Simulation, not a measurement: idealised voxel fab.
process module | voxel quadruple lines
cross-section cut | 140 nm wide | cells 5 nm
A cross-section is a grid of square cells, given in bands from the top down. A band is one or more rows of cells.
Each band's line starts with the height of the band's top and of its bottom, in nm. Then come its materials from left to right, each with its width in nm. One material with "throughout" fills the band from edge to edge. "air" is empty space.
Height 0 is the level under which the wafer as received is all one material. The lowest band goes on downwards, as in "0 down".
A width such as "30 to 40" changes by the same amount from each row of cells to the next, from the band's top row to its bottom row.
"no change" after a step means that no cell of the cross-section changed.
closed voids: empty space of 8 cells or more with no open way to the top, each as width x height at its distance from the left edge, in nm
after a step's settings: what the simulator itself notes on the step
overlay nm, on a step with a mask: how far to the right of its planned place the mask lay; to the left if negative
plan
1 op RECEIVE | material Si
2 op CONFORMAL_DEP | material SiO2 | thk nm 5
3 op DIRECTIONAL_DEP | material TiN | thk nm 10
4 op DIRECTIONAL_DEP | material polySi | thk nm 15
5 op DIRECTIONAL_DEP | material aC | thk nm 20
6 op PATTERN | tone cover | mask id MANDREL | material resist | width nm 35 | thk nm 25 | overlay nm 0
7 op DIRECTIONAL_ETCH | etch materials aC | depth nm 20
8 op STRIP | etch materials resist
9 op CONFORMAL_DEP | material SiO2 | thk nm 15
10 op DIRECTIONAL_ETCH | etch materials SiO2 | depth nm 15
11 op STRIP | etch materials aC
12 op DIRECTIONAL_ETCH | etch materials polySi | depth nm 15
13 op STRIP | etch materials SiO2
14 op CONFORMAL_DEP | material SiCN | thk nm 10
15 op DIRECTIONAL_ETCH | etch materials SiCN | depth nm 10
16 op STRIP | etch materials polySi
17 op DIRECTIONAL_ETCH | etch materials TiN | depth nm 10
18 op STRIP | etch materials SiCN
19 op FILL_DEP | material SiO2 | thk nm 10
20 op CMP | height nm 15
as received, after step 1
  0 down: Si throughout
  closed voids: none
a wafer at the end: this start, this plan, one mistake
  15 to 5: SiO2 20 | TiN 10 | SiO2 15 | TiN 10 | SiO2 15 | TiN 10 | SiO2 15 | TiN 10 | SiO2 35
  5 to 0: SiO2 throughout
  0 down: Si throughout
  closed voids: none
what went wrong: step 6 ran as: op PATTERN | tone cover | mask id MANDREL | material resist | width nm 35 | thk nm 25 | overlay nm -5
